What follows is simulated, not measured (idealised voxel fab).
You're looking at the process module voxel tone inversion.
This is section cut - it's 165 nm across, gridded in 5 nm square cells.
Cross-section layout: square cells on a grid; listed as bands, top to bottom; a band spans one or more cell rows.
A band entry consists of two parts. The first gives the height of the band's top and the height of its bottom, in nm. The rest lists the band's materials from left to right, each with its width in nm. A single material labelled with the word "throughout" fills the band from edge to edge, and the word "air" marks empty space.
Heights from 0 (as-received wafer is one material below). Bottom band endless downward, as "from 0 down".
The expression "30 to 40" gives the width at the extremes of the band, the first number at its top row of cells and the second at its bottom row, with the width changing by equal amounts from each row to the next in between.
Reading "nothing got changed" for a step: not a cell of the cross-section changed in it.
"Closed cavities" specifies each empty space that is not open to the top and that occupies no fewer than 8 cells, using the form width x height at distance, the distance measured from the left edge and all three quantities in nm.
Past the settings on a step's line: simulator remark, on that step.
Each step line may optionally specify "overlay nm", which for a step with a mask gives the rightward distance between the mask's planned place and where it lay, a negative value indicating the leftward direction.
The following list gives the planned process steps
1,RECEIVE [material Si]
2,CONFORMAL_DEP [material SiCN] [thk nm 10]
3,DIRECTIONAL_DEP [material polySi] [thk nm 15]
4,PATTERN [tone cover] [mask id POSTS] [material resist] [width nm 15] [pitch nm 30] [thk nm 20] [overlay nm 0]
5,DIRECTIONAL_ETCH [etch materials polySi] [depth nm 15]
6,STRIP [etch materials resist]
7,FILL_DEP [material SiO2] [thk nm 5]
8,CMP [height nm 25]
9,STRIP [etch materials polySi]
Cross-section of the wafer at receipt, which is the condition after step 1
- from 0 down | Si throughout
- Closed cavities: none
Result of the module, cross-sectioned: start per above, plan per above, one error in how it was run
- from 25 to 15 | SiCN throughout
- from 15 to 0 | polySi throughout
- from 0 down | Si throughout
- Closed cavities: none
Which mistake was made when the wafer was run? step 3 occupied the plan position of step 2, and the converse holds as well
